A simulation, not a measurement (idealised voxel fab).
voxel wiring stack: a process module
Square cell edge 5 nm, section width 165 nm, ID cut.
Cross-section spec: square-cell grid; bands listed top down; each band is one or more rows. Within each band entry, the heights of the top and of the bottom of the band appear first, in that order and in nm; the materials of the band then follow from left to right, each with its corresponding width in nm. The designation "everywhere" on a single material indicates that it fills the band from edge to edge; the designation "blank" indicates empty space. Where do heights start? At 0: under that level the wafer as delivered is made of one material only. And the lowest band has no floor; it just carries on downward, as in "z 0 and below". When a width is written as two numbers, as in "30 to 40", the first number is the width in the top row of cells of the band and the second is the width in its bottom row, and the width changes by the same amount from each row to the next. Take "nothing got changed" at face value: in the step it is given for, the cross-section changed in none of its cells. The list in "Closed void inventory" covers empty spaces of 8 cells or more that cannot reach the top through any open way, and it gives each as width x height at distance; the distance is from the left edge, and width, height and distance are in nm. Past the settings on a step's line: simulator remark, on that step. "overlay nm" on a masked step: distance the mask lay right of its planned place, negative for left.
Process steps foreseen in the plan
1. RECEIVE, material Si
2. CONFORMAL_DEP, material SiO2, thk nm 10
3. CONFORMAL_DEP, material SiCN, thk nm 5
4. DIRECTIONAL_DEP, material SiO2, thk nm 25
5. DIRECTIONAL_DEP, material aC, thk nm 10
6. PATTERN, tone open, mask id METAL_1, material resist, width nm 30, pitch nm 45, thk nm 25, overlay nm 0
7. DIRECTIONAL_ETCH, etch materials aC, depth nm 10
8. STRIP, etch materials resist
9. DIRECTIONAL_ETCH, etch materials SiO2, depth nm 25
10. DIRECTIONAL_ETCH, etch materials SiCN, depth nm 5
11. STRIP, etch materials aC
12. CONFORMAL_DEP, material TiN, thk nm 5
13. FILL_DEP, material W, thk nm 5
14. CMP, height nm 40
15. CONFORMAL_DEP, material SiCN, thk nm 5
16. DIRECTIONAL_DEP, material lowk, thk nm 15
17. DIRECTIONAL_DEP, material aC, thk nm 15
18. PATTERN, tone open, mask id PLUG_1, material resist, width nm 15, pitch nm 90, thk nm 35, overlay nm 0
19. DIRECTIONAL_ETCH, etch materials aC, depth nm 15
20. STRIP, etch materials resist
21. DIRECTIONAL_ETCH, etch materials lowk, depth nm 15
22. DIRECTIONAL_ETCH, etch materials SiCN, depth nm 5
23. STRIP, etch materials aC
24. EPI, material Ru, thk nm 10
25. EPI, material Ru, thk nm 10
26. DIRECTIONAL_DEP, material TiN, thk nm 5
27. DIRECTIONAL_DEP, material W, thk nm 25
28. MASKED_ETCH, tone cover, mask id METAL_2, width nm 30, pitch nm 45, etch materials W, depth nm 25, overlay nm 0
29. MASKED_ETCH, tone cover, mask id METAL_2, width nm 30, pitch nm 45, etch materials TiN, depth nm 5, overlay nm 0
30. CONFORMAL_DEP, material SiCN, thk nm 5
31. FILL_DEP, material SiO2, thk nm 5
32. CMP, height nm 90
33. CONFORMAL_DEP, material SiCN, thk nm 5
34. DIRECTIONAL_DEP, material lowk, thk nm 25
35. DIRECTIONAL_DEP, material aC, thk nm 15
36. PATTERN, tone open, mask id METAL_3_HOLES, material resist, width nm 15, pitch nm 45, thk nm 35, overlay nm 0
37. DIRECTIONAL_ETCH, etch materials aC, depth nm 15
38. STRIP, etch materials resist
39. DIRECTIONAL_ETCH, etch materials lowk, depth nm 25
40. STRIP, etch materials aC
41. PATTERN, tone open, mask id METAL_3, material resist, width nm 30, pitch nm 45, thk nm 15, overlay nm 0
42. DIRECTIONAL_ETCH, etch materials lowk, depth nm 15
43. DIRECTIONAL_ETCH, etch materials SiCN, depth nm 5
44. STRIP, etch materials resist
45. CONFORMAL_DEP, material TiN, thk nm 5
46. FILL_DEP, material Cu, thk nm 5
47. CMP, height nm 120
48. CONFORMAL_DEP, material SiCN, thk nm 5
First of two wafers - as planned
As received (post step 1): cross-section
    z 0 and below: Si everywhere
    Closed void inventory: none
So this is the wafer cross-section right after step 2
    z 10 to 0: SiO2 everywhere
    All layers under 0 are left as they were.
So this is the wafer cross-section right after step 3
    z 15 to 10: SiCN everywhere
    All layers under 10 are left as they were.
So this is the wafer cross-section right after step 4
    z 40 to 15: SiO2 everywhere
    All layers under 15 are left as they were.
So this is the wafer cross-section right after step 5
    z 50 to 40: aC everywhere
    All layers under 40 are left as they were.
So this is the wafer cross-section right after step 6
    z 75 to 50: 20 resist, then 30 blank, then 15 resist, then 30 blank, then 15 resist, then 30 blank, then 25 resist
    All layers under 50 are left as they were.
So this is the wafer cross-section right after step 7
    z 65 to 50: 20 resist, then 30 blank, then 15 resist, then 30 blank, then 15 resist, then 30 blank, then 25 resist
    z 50 to 40: 20 aC, then 30 blank, then 15 aC, then 30 blank, then 15 aC, then 30 blank, then 25 aC
    All layers under 40 are left as they were.
So this is the wafer cross-section right after step 8
    z 50 to 40: 20 aC, then 30 blank, then 15 aC, then 30 blank, then 15 aC, then 30 blank, then 25 aC
    All layers under 40 are left as they were.
So this is the wafer cross-section right after step 9
    z 50 to 40: 20 aC, then 30 blank, then 15 aC, then 30 blank, then 15 aC, then 30 blank, then 25 aC
    z 40 to 15: 20 SiO2, then 30 blank, then 15 SiO2, then 30 blank, then 15 SiO2, then 30 blank, then 25 SiO2
    All layers under 15 are left as they were.
So this is the wafer cross-section right after step 10
    z 50 to 40: 20 aC, then 30 blank, then 15 aC, then 30 blank, then 15 aC, then 30 blank, then 25 aC
    z 40 to 15: 20 SiO2, then 30 blank, then 15 SiO2, then 30 blank, then 15 SiO2, then 30 blank, then 25 SiO2
    z 15 to 10: 20 SiCN, then 30 blank, then 15 SiCN, then 30 blank, then 15 SiCN, then 30 blank, then 25 SiCN
    All layers under 10 are left as they were.
So this is the wafer cross-section right after step 11
    z 40 to 15: 20 SiO2, then 30 blank, then 15 SiO2, then 30 blank, then 15 SiO2, then 30 blank, then 25 SiO2
    All layers under 15 are left as they were.
So this is the wafer cross-section right after step 12
    z 45 to 40: 25 TiN, then 20 blank, then 25 TiN, then 20 blank, then 25 TiN, then 20 blank, then 30 TiN
    z 40 to 15: 20 SiO2, then 5 TiN, then 20 blank, then 5 TiN, then 15 SiO2, then 5 TiN, then 20 blank, then 5 TiN, then 15 SiO2, then 5 TiN, then 20 blank, then 5 TiN, then 25 SiO2
    z 15 to 10: 20 SiCN, then 30 TiN, then 15 SiCN, then 30 TiN, then 15 SiCN, then 30 TiN, then 25 SiCN
    All layers under 10 are left as they were.
So this is the wafer cross-section right after step 13
    z 50 to 45: W everywhere
    z 45 to 40: 25 TiN, then 20 W, then 25 TiN, then 20 W, then 25 TiN, then 20 W, then 30 TiN
    z 40 to 15: 20 SiO2, then 5 TiN, then 20 W, then 5 TiN, then 15 SiO2, then 5 TiN, then 20 W, then 5 TiN, then 15 SiO2, then 5 TiN, then 20 W, then 5 TiN, then 25 SiO2
    All layers under 15 are left as they were.
So this is the wafer cross-section right after step 14
    z 40 to 15: 20 SiO2, then 5 TiN, then 20 W, then 5 TiN, then 15 SiO2, then 5 TiN, then 20 W, then 5 TiN, then 15 SiO2, then 5 TiN, then 20 W, then 5 TiN, then 25 SiO2
    All layers under 15 are left as they were.
So this is the wafer cross-section right after step 15
    z 45 to 40: SiCN everywhere
    All layers under 40 are left as they were.
So this is the wafer cross-section right after step 16
    z 60 to 45: lowk everywhere
    All layers under 45 are left as they were.
So this is the wafer cross-section right after step 17
    z 75 to 60: aC everywhere
    All layers under 60 are left as they were.
So this is the wafer cross-section right after step 18
    z 110 to 75: 20 resist, then 15 blank, then 75 resist, then 15 blank, then 40 resist
    All layers under 75 are left as they were.
So this is the wafer cross-section right after step 19
    z 95 to 75: 20 resist, then 15 blank, then 75 resist, then 15 blank, then 40 resist
    z 75 to 60: 20 aC, then 15 blank, then 75 aC, then 15 blank, then 40 aC
    All layers under 60 are left as they were.
So this is the wafer cross-section right after step 20
    z 75 to 60: 20 aC, then 15 blank, then 75 aC, then 15 blank, then 40 aC
    All layers under 60 are left as they were.
So this is the wafer cross-section right after step 21
    z 75 to 60: 20 aC, then 15 blank, then 75 aC, then 15 blank, then 40 aC
    z 60 to 45: 20 lowk, then 15 blank, then 75 lowk, then 15 blank, then 40 lowk
    All layers under 45 are left as they were.
So this is the wafer cross-section right after step 22
    z 75 to 60: 20 aC, then 15 blank, then 75 aC, then 15 blank, then 40 aC
    z 60 to 45: 20 lowk, then 15 blank, then 75 lowk, then 15 blank, then 40 lowk
    z 45 to 40: 20 SiCN, then 15 blank, then 75 SiCN, then 15 blank, then 40 SiCN
    All layers under 40 are left as they were.
So this is the wafer cross-section right after step 23
    z 60 to 45: 20 lowk, then 15 blank, then 75 lowk, then 15 blank, then 40 lowk
    All layers under 45 are left as they were.
So this is the wafer cross-section right after step 24
    z 60 to 50: 20 lowk, then 15 blank, then 75 lowk, then 15 blank, then 40 lowk
    z 50 to 45: 20 lowk, then 15 Ru, then 75 lowk, then 15 Ru, then 40 lowk
    z 45 to 40: 20 SiCN, then 15 Ru, then 75 SiCN, then 15 Ru, then 40 SiCN
    All layers under 40 are left as they were.
So this is the wafer cross-section right after step 25
    z 60 to 45: 20 lowk, then 15 Ru, then 75 lowk, then 15 Ru, then 40 lowk
    All layers under 45 are left as they were.
So this is the wafer cross-section right after step 26
    z 65 to 60: TiN everywhere
    All layers under 60 are left as they were.
So this is the wafer cross-section right after step 27
    z 90 to 65: W everywhere
    All layers under 65 are left as they were.
So this is the wafer cross-section right after step 28
    z 90 to 65: 20 blank, then 30 W, then 15 blank, then 30 W, then 15 blank, then 30 W, then 25 blank
    All layers under 65 are left as they were.
So this is the wafer cross-section right after step 29
    z 90 to 65: 20 blank, then 30 W, then 15 blank, then 30 W, then 15 blank, then 30 W, then 25 blank
    z 65 to 60: 20 blank, then 30 TiN, then 15 blank, then 30 TiN, then 15 blank, then 30 TiN, then 25 blank
    All layers under 60 are left as they were.
So this is the wafer cross-section right after step 30
    z 95 to 90: 15 blank, then 40 SiCN, then 5 blank, then 40 SiCN, then 5 blank, then 40 SiCN, then 20 blank
    z 90 to 65: 15 blank, then 5 SiCN, then 30 W, then 5 SiCN, then 5 blank, then 5 SiCN, then 30 W, then 5 SiCN, then 5 blank, then 5 SiCN, then 30 W, then 5 SiCN, then 20 blank
    z 65 to 60: 20 SiCN, then 30 TiN, then 15 SiCN, then 30 TiN, then 15 SiCN, then 30 TiN, then 25 SiCN
    All layers under 60 are left as they were.
So this is the wafer cross-section right after step 31
    z 100 to 95: SiO2 everywhere
    z 95 to 90: 15 SiO2, then 40 SiCN, then 5 SiO2, then 40 SiCN, then 5 SiO2, then 40 SiCN, then 20 SiO2
    z 90 to 65: 15 SiO2, then 5 SiCN, then 30 W, then 5 SiCN, then 5 SiO2, then 5 SiCN, then 30 W, then 5 SiCN, then 5 SiO2, then 5 SiCN, then 30 W, then 5 SiCN, then 20 SiO2
    All layers under 65 are left as they were.
So this is the wafer cross-section right after step 32
    z 90 to 65: 15 SiO2, then 5 SiCN, then 30 W, then 5 SiCN, then 5 SiO2, then 5 SiCN, then 30 W, then 5 SiCN, then 5 SiO2, then 5 SiCN, then 30 W, then 5 SiCN, then 20 SiO2
    All layers under 65 are left as they were.
So this is the wafer cross-section right after step 33
    z 95 to 90: SiCN everywhere
    All layers under 90 are left as they were.
So this is the wafer cross-section right after step 34
    z 120 to 95: lowk everywhere
    All layers under 95 are left as they were.
So this is the wafer cross-section right after step 35
    z 135 to 120: aC everywhere
    All layers under 120 are left as they were.
So this is the wafer cross-section right after step 36
    z 170 to 135: 20 resist, then 15 blank, then 30 resist, then 15 blank, then 30 resist, then 15 blank, then 40 resist
    All layers under 135 are left as they were.
So this is the wafer cross-section right after step 37
    z 155 to 135: 20 resist, then 15 blank, then 30 resist, then 15 blank, then 30 resist, then 15 blank, then 40 resist
    z 135 to 120: 20 aC, then 15 blank, then 30 aC, then 15 blank, then 30 aC, then 15 blank, then 40 aC
    All layers under 120 are left as they were.
So this is the wafer cross-section right after step 38
    z 135 to 120: 20 aC, then 15 blank, then 30 aC, then 15 blank, then 30 aC, then 15 blank, then 40 aC
    All layers under 120 are left as they were.
So this is the wafer cross-section right after step 39
    z 135 to 120: 20 aC, then 15 blank, then 30 aC, then 15 blank, then 30 aC, then 15 blank, then 40 aC
    z 120 to 95: 20 lowk, then 15 blank, then 30 lowk, then 15 blank, then 30 lowk, then 15 blank, then 40 lowk
    All layers under 95 are left as they were.
So this is the wafer cross-section right after step 40
    z 120 to 95: 20 lowk, then 15 blank, then 30 lowk, then 15 blank, then 30 lowk, then 15 blank, then 40 lowk
    All layers under 95 are left as they were.
So this is the wafer cross-section right after step 41
    z 135 to 120: 20 resist, then 30 blank, then 15 resist, then 30 blank, then 15 resist, then 30 blank, then 25 resist
    All layers under 120 are left as they were.
So this is the wafer cross-section right after step 42
    z 135 to 120: 20 resist, then 30 blank, then 15 resist, then 30 blank, then 15 resist, then 30 blank, then 25 resist
    z 120 to 105: 20 lowk, then 30 blank, then 15 lowk, then 30 blank, then 15 lowk, then 30 blank, then 25 lowk
    All layers under 105 are left as they were.
So this is the wafer cross-section right after step 43
    z 135 to 120: 20 resist, then 30 blank, then 15 resist, then 30 blank, then 15 resist, then 30 blank, then 25 resist
    z 120 to 105: 20 lowk, then 30 blank, then 15 lowk, then 30 blank, then 15 lowk, then 30 blank, then 25 lowk
    z 105 to 95: 20 lowk, then 15 blank, then 30 lowk, then 15 blank, then 30 lowk, then 15 blank, then 40 lowk
    z 95 to 90: 20 SiCN, then 15 blank, then 30 SiCN, then 15 blank, then 30 SiCN, then 15 blank, then 40 SiCN
    All layers under 90 are left as they were.
So this is the wafer cross-section right after step 44
    z 120 to 105: 20 lowk, then 30 blank, then 15 lowk, then 30 blank, then 15 lowk, then 30 blank, then 25 lowk
    All layers under 105 are left as they were.
So this is the wafer cross-section right after step 45
    z 125 to 120: 25 TiN, then 20 blank, then 25 TiN, then 20 blank, then 25 TiN, then 20 blank, then 30 TiN
    z 120 to 110: 20 lowk, then 5 TiN, then 20 blank, then 5 TiN, then 15 lowk, then 5 TiN, then 20 blank, then 5 TiN, then 15 lowk, then 5 TiN, then 20 blank, then 5 TiN, then 25 lowk
    z 110 to 105: 20 lowk, then 5 TiN, then 5 blank, then 20 TiN, then 15 lowk, then 5 TiN, then 5 blank, then 20 TiN, then 15 lowk, then 5 TiN, then 5 blank, then 20 TiN, then 25 lowk
    z 105 to 95: 20 lowk, then 5 TiN, then 5 blank, then 5 TiN, then 30 lowk, then 5 TiN, then 5 blank, then 5 TiN, then 30 lowk, then 5 TiN, then 5 blank, then 5 TiN, then 40 lowk
    z 95 to 90: 20 SiCN, then 15 TiN, then 30 SiCN, then 15 TiN, then 30 SiCN, then 15 TiN, then 40 SiCN
    All layers under 90 are left as they were.
So this is the wafer cross-section right after step 46
    z 130 to 125: Cu everywhere
    z 125 to 120: 25 TiN, then 20 Cu, then 25 TiN, then 20 Cu, then 25 TiN, then 20 Cu, then 30 TiN
    z 120 to 110: 20 lowk, then 5 TiN, then 20 Cu, then 5 TiN, then 15 lowk, then 5 TiN, then 20 Cu, then 5 TiN, then 15 lowk, then 5 TiN, then 20 Cu, then 5 TiN, then 25 lowk
    z 110 to 105: 20 lowk, then 5 TiN, then 5 Cu, then 20 TiN, then 15 lowk, then 5 TiN, then 5 Cu, then 20 TiN, then 15 lowk, then 5 TiN, then 5 Cu, then 20 TiN, then 25 lowk
    z 105 to 95: 20 lowk, then 5 TiN, then 5 Cu, then 5 TiN, then 30 lowk, then 5 TiN, then 5 Cu, then 5 TiN, then 30 lowk, then 5 TiN, then 5 Cu, then 5 TiN, then 40 lowk
    All layers under 95 are left as they were.
So this is the wafer cross-section right after step 47
    z 120 to 110: 20 lowk, then 5 TiN, then 20 Cu, then 5 TiN, then 15 lowk, then 5 TiN, then 20 Cu, then 5 TiN, then 15 lowk, then 5 TiN, then 20 Cu, then 5 TiN, then 25 lowk
    All layers under 110 are left as they were.
So this is the wafer cross-section right after step 48
    z 125 to 120: SiCN everywhere
    All layers under 120 are left as they were.
The second wafer began exactly as the first did and followed the same plan, but one mistake was made while running it; through step 27 inclusive, the two wafers are identical
At the planned end of step 28, the second wafer in cross-section
    z 90 to 65: 20 W, then 30 blank, then 15 W, then 30 blank, then 15 W, then 30 blank, then 25 W
    All layers under 65 are left as they were.
At the planned end of step 29, the second wafer in cross-section: nothing got changed
At the planned end of step 30, the second wafer in cross-section
    z 95 to 90: 25 SiCN, then 20 blank, then 25 SiCN, then 20 blank, then 25 SiCN, then 20 blank, then 30 SiCN
    z 90 to 70: 20 W, then 5 SiCN, then 20 blank, then 5 SiCN, then 15 W, then 5 SiCN, then 20 blank, then 5 SiCN, then 15 W, then 5 SiCN, then 20 blank, then 5 SiCN, then 25 W
    z 70 to 65: 20 W, then 30 SiCN, then 15 W, then 30 SiCN, then 15 W, then 30 SiCN, then 25 W
    All layers under 65 are left as they were.
At the planned end of step 31, the second wafer in cross-section
    z 100 to 95: SiO2 everywhere
    z 95 to 90: 25 SiCN, then 20 SiO2, then 25 SiCN, then 20 SiO2, then 25 SiCN, then 20 SiO2, then 30 SiCN
    z 90 to 70: 20 W, then 5 SiCN, then 20 SiO2, then 5 SiCN, then 15 W, then 5 SiCN, then 20 SiO2, then 5 SiCN, then 15 W, then 5 SiCN, then 20 SiO2, then 5 SiCN, then 25 W
    All layers under 70 are left as they were.
At the planned end of step 32, the second wafer in cross-section
    z 90 to 70: 20 W, then 5 SiCN, then 20 SiO2, then 5 SiCN, then 15 W, then 5 SiCN, then 20 SiO2, then 5 SiCN, then 15 W, then 5 SiCN, then 20 SiO2, then 5 SiCN, then 25 W
    All layers under 70 are left as they were.
At the planned end of step 33, the second wafer in cross-section
    z 95 to 90: SiCN everywhere
    All layers under 90 are left as they were.
At the planned end of step 34, the second wafer in cross-section
    z 120 to 95: lowk everywhere
    All layers under 95 are left as they were.
At the planned end of step 35, the second wafer in cross-section
    z 135 to 120: aC everywhere
    All layers under 120 are left as they were.
At the planned end of step 36, the second wafer in cross-section
    z 170 to 135: 20 resist, then 15 blank, then 30 resist, then 15 blank, then 30 resist, then 15 blank, then 40 resist
    All layers under 135 are left as they were.
At the planned end of step 37, the second wafer in cross-section
    z 155 to 135: 20 resist, then 15 blank, then 30 resist, then 15 blank, then 30 resist, then 15 blank, then 40 resist
    z 135 to 120: 20 aC, then 15 blank, then 30 aC, then 15 blank, then 30 aC, then 15 blank, then 40 aC
    All layers under 120 are left as they were.
At the planned end of step 38, the second wafer in cross-section
    z 135 to 120: 20 aC, then 15 blank, then 30 aC, then 15 blank, then 30 aC, then 15 blank, then 40 aC
    All layers under 120 are left as they were.
At the planned end of step 39, the second wafer in cross-section
    z 135 to 120: 20 aC, then 15 blank, then 30 aC, then 15 blank, then 30 aC, then 15 blank, then 40 aC
    z 120 to 95: 20 lowk, then 15 blank, then 30 lowk, then 15 blank, then 30 lowk, then 15 blank, then 40 lowk
    All layers under 95 are left as they were.
At the planned end of step 40, the second wafer in cross-section
    z 120 to 95: 20 lowk, then 15 blank, then 30 lowk, then 15 blank, then 30 lowk, then 15 blank, then 40 lowk
    All layers under 95 are left as they were.
At the planned end of step 41, the second wafer in cross-section
    z 135 to 120: 20 resist, then 30 blank, then 15 resist, then 30 blank, then 15 resist, then 30 blank, then 25 resist
    All layers under 120 are left as they were.
At the planned end of step 42, the second wafer in cross-section
    z 135 to 120: 20 resist, then 30 blank, then 15 resist, then 30 blank, then 15 resist, then 30 blank, then 25 resist
    z 120 to 105: 20 lowk, then 30 blank, then 15 lowk, then 30 blank, then 15 lowk, then 30 blank, then 25 lowk
    All layers under 105 are left as they were.
At the planned end of step 43, the second wafer in cross-section
    z 135 to 120: 20 resist, then 30 blank, then 15 resist, then 30 blank, then 15 resist, then 30 blank, then 25 resist
    z 120 to 105: 20 lowk, then 30 blank, then 15 lowk, then 30 blank, then 15 lowk, then 30 blank, then 25 lowk
    z 105 to 95: 20 lowk, then 15 blank, then 30 lowk, then 15 blank, then 30 lowk, then 15 blank, then 40 lowk
    z 95 to 90: 20 SiCN, then 15 blank, then 30 SiCN, then 15 blank, then 30 SiCN, then 15 blank, then 40 SiCN
    All layers under 90 are left as they were.
At the planned end of step 44, the second wafer in cross-section
    z 120 to 105: 20 lowk, then 30 blank, then 15 lowk, then 30 blank, then 15 lowk, then 30 blank, then 25 lowk
    All layers under 105 are left as they were.
At the planned end of step 45, the second wafer in cross-section
    z 125 to 120: 25 TiN, then 20 blank, then 25 TiN, then 20 blank, then 25 TiN, then 20 blank, then 30 TiN
    z 120 to 110: 20 lowk, then 5 TiN, then 20 blank, then 5 TiN, then 15 lowk, then 5 TiN, then 20 blank, then 5 TiN, then 15 lowk, then 5 TiN, then 20 blank, then 5 TiN, then 25 lowk
    z 110 to 105: 20 lowk, then 5 TiN, then 5 blank, then 20 TiN, then 15 lowk, then 5 TiN, then 5 blank, then 20 TiN, then 15 lowk, then 5 TiN, then 5 blank, then 20 TiN, then 25 lowk
    z 105 to 95: 20 lowk, then 5 TiN, then 5 blank, then 5 TiN, then 30 lowk, then 5 TiN, then 5 blank, then 5 TiN, then 30 lowk, then 5 TiN, then 5 blank, then 5 TiN, then 40 lowk
    z 95 to 90: 20 SiCN, then 15 TiN, then 30 SiCN, then 15 TiN, then 30 SiCN, then 15 TiN, then 40 SiCN
    All layers under 90 are left as they were.
At the planned end of step 46, the second wafer in cross-section
    z 130 to 125: Cu everywhere
    z 125 to 120: 25 TiN, then 20 Cu, then 25 TiN, then 20 Cu, then 25 TiN, then 20 Cu, then 30 TiN
    z 120 to 110: 20 lowk, then 5 TiN, then 20 Cu, then 5 TiN, then 15 lowk, then 5 TiN, then 20 Cu, then 5 TiN, then 15 lowk, then 5 TiN, then 20 Cu, then 5 TiN, then 25 lowk
    z 110 to 105: 20 lowk, then 5 TiN, then 5 Cu, then 20 TiN, then 15 lowk, then 5 TiN, then 5 Cu, then 20 TiN, then 15 lowk, then 5 TiN, then 5 Cu, then 20 TiN, then 25 lowk
    z 105 to 95: 20 lowk, then 5 TiN, then 5 Cu, then 5 TiN, then 30 lowk, then 5 TiN, then 5 Cu, then 5 TiN, then 30 lowk, then 5 TiN, then 5 Cu, then 5 TiN, then 40 lowk
    All layers under 95 are left as they were.
At the planned end of step 47, the second wafer in cross-section
    z 120 to 110: 20 lowk, then 5 TiN, then 20 Cu, then 5 TiN, then 15 lowk, then 5 TiN, then 20 Cu, then 5 TiN, then 15 lowk, then 5 TiN, then 20 Cu, then 5 TiN, then 25 lowk
    All layers under 110 are left as they were.
At the planned end of step 48, the second wafer in cross-section
    z 125 to 120: SiCN everywhere
    All layers under 120 are left as they were.
Where did the run depart from the plan? rather than as planned, step 28 actually ran as MASKED_ETCH, tone open, mask id METAL_2, width nm 30, pitch nm 45, etch materials W, depth nm 25, overlay nm 0
Looking at both finished wafers in cells, the second ends up ahead of or behind the first on some materials: -3 SiCN, +3 SiO2, +15 TiN, -15 W
